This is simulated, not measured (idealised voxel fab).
process module | voxel self aligned vias
cross-section cut | 215 nm wide | cells 5 nm
A cross-section is a grid of square cells, given in bands from the top down. A band is one or more rows of cells.
Each band's line starts with the height of the band's top and of its bottom, in nm. Then come its materials from left to right, each with its width in nm. One material with "throughout" fills the band from edge to edge. "air" is empty space.
Height 0 is the level under which the wafer as received is all one material. The lowest band goes on downwards, as in "0 down".
A width such as "30 to 40" changes by the same amount from each row of cells to the next, from the band's top row to its bottom row.
"no change" after a step means that no cell of the cross-section changed.
closed voids: empty space of 8 cells or more with no open way to the top, each as width x height at its distance from the left edge, in nm
after a step's settings: what the simulator itself notes on the step
overlay nm, on a step with a mask: how far to the right of its planned place the mask lay; to the left if negative
plan
1 op RECEIVE | material Si
2 op CONFORMAL_DEP | material SiO2 | thk nm 10
3 op CONFORMAL_DEP | material SiCN | thk nm 5
4 op DIRECTIONAL_DEP | material SiO2 | thk nm 20
5 op MASKED_ETCH | tone open | mask id LINES | width nm 20 | pitch nm 45 | etch materials SiO2 | depth nm 20 | overlay nm 0
6 op CONFORMAL_DEP | material TiN | thk nm 5
7 op FILL_DEP | material Ru | thk nm 10
8 op CMP | height nm 35
9 op SELECTIVE_ETCH | etch materials W Ru TiN | depth nm 5
10 op FILL_DEP | material SiN | thk nm 5
11 op CMP | height nm 25
12 op DIRECTIONAL_DEP | material SiO2 | thk nm 15
13 op DIRECTIONAL_DEP | material aC | thk nm 15
14 op PATTERN | tone open | mask id VIAS | material resist | width nm 30 | thk nm 35 | overlay nm 0
15 op DIRECTIONAL_ETCH | etch materials aC | depth nm 15
16 op STRIP | etch materials resist
17 op DIRECTIONAL_ETCH | etch materials SiO2 | depth nm 15
18 op DIRECTIONAL_ETCH | etch materials SiN | depth nm 5
19 op STRIP | etch materials aC
20 op CONFORMAL_DEP | material TiN | thk nm 5
21 op FILL_DEP | material W | thk nm 10
22 op CMP | height nm 50
23 op CONFORMAL_DEP | material SiN | thk nm 5
varied across the wafers: height nm of step 11. The plan shows the first wafer's value. All wafers start alike
first wafer as received, after step 1
  0 down: Si throughout
  closed voids: none
each wafer at the end: cells of each material gained (+) or lost (-) since it was received, then its closed voids
height nm 25 | +4 Ru | +43 SiCN | +43 SiN | +267 SiO2 | +61 TiN | +55 W | closed voids: none
height nm 30 | +8 Ru | +43 SiCN | +43 SiN | +302 SiO2 | +65 TiN | +12 W | closed voids: none
height nm 35 | +8 Ru | +43 SiCN | +47 SiN | +337 SiO2 | +28 TiN | +10 W | closed voids: none
height nm 40 | +8 Ru | +43 SiCN | +88 SiN | +300 SiO2 | +26 TiN | +8 W | closed voids: none
